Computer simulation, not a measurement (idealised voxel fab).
voxel ribs on slabs: a process module
190 nm wide, 5 nm square cells: that's cross-section cut.
In what follows, cross-sections appear as grids of square cells, described through bands that run from the top down, where every band is one or more rows of cells. Band entry format. Leading values: height of top, height of bottom, nm. Remainder: materials in left-to-right order, each with its width in nm. Special words: "edge to edge" on a single material, which then fills the band edge to edge; "empty", empty space. Heads up on the height convention: 0 is the point under which the incoming wafer is all one material, and the lowest band has no bottom, it just keeps going down, like "0 down". Note: "30->40" means the width goes from the first number (top row of the band) to the second number (bottom row) in equal steps per row of cells. Any step labelled "no change" changed none of the cells in the cross-section. "Unvented internal voids" lists enclosed empty spaces (at least 8 cells, no open path upward to the top), each as width x height at distance from the left edge, in nm. after a step's settings: what the simulator itself notes on the step. "overlay nm", when on a step's line for a step with a mask, measures how far to the right of its planned place the mask lay; a negative measure means to the left.
BELOW IS THE LIST OF PLANNED PROCESS STEPS
1) RECEIVE,material Si
2) DIRECTIONAL_DEP,material SiO2,thk nm 30
3) DIRECTIONAL_DEP,material polySi,thk nm 20
4) DIRECTIONAL_DEP,material aC,thk nm 10
5) PATTERN,tone cover,mask id RIB,material resist,width nm 30,thk nm 30,overlay nm 0
6) DIRECTIONAL_ETCH,etch materials aC,depth nm 10
7) STRIP,etch materials resist
8) DIRECTIONAL_ETCH,etch materials polySi,depth nm 5
9) STRIP,etch materials aC
10) DIRECTIONAL_DEP,material aC,thk nm 10
11) PATTERN,tone cover,mask id SLAB,material resist,width nm 80,thk nm 25,overlay nm 0
12) DIRECTIONAL_ETCH,etch materials aC,depth nm 10
13) STRIP,etch materials resist
14) DIRECTIONAL_ETCH,etch materials polySi,depth nm 15
15) STRIP,etch materials aC
16) FILL_DEP,material SiO2,thk nm 30
17) CMP,height nm 70
18) DIRECTIONAL_DEP,material TiN,thk nm 5
19) PATTERN,tone cover,mask id HEATER,material resist,width nm 40,thk nm 20,overlay nm 0
20) DIRECTIONAL_ETCH,etch materials TiN,depth nm 5
21) STRIP,etch materials resist
22) CONFORMAL_DEP,material SiO2,thk nm 10
RECEIVED-STATE CROSS-SECTION, REFLECTING COMPLETION OF STEP 1
  0 down: Si edge to edge
  Unvented internal voids: none
STARTING STRUCTURE AND PROCESS PLAN ARE AS SHOWN ABOVE, BUT ONE MISTAKE WAS MADE IN RUNNING THE MODULE; THE WAFER CROSS-SECTION AT THE END OF THE MODULE FOLLOWS
  95 to 90: 65 empty | 60 SiO2 | 65 empty
  90 to 85: SiO2 edge to edge
  85 to 80: 75 SiO2 | 40 TiN | 75 SiO2
  80 to 70: TiN edge to edge
  70 to 50: SiO2 edge to edge
  50 to 45: 80 SiO2 | 30 polySi | 80 SiO2
  45 to 30: 55 SiO2 | 80 polySi | 55 SiO2
  30 to 0: SiO2 edge to edge
  0 down: Si edge to edge
  Unvented internal voids: none
It is concluded that the wafer was processed incorrectly with respect to the plan, in that for step 18, the planned setting was not used; the step was instead run as DIRECTIONAL_DEP,material TiN,thk nm 15
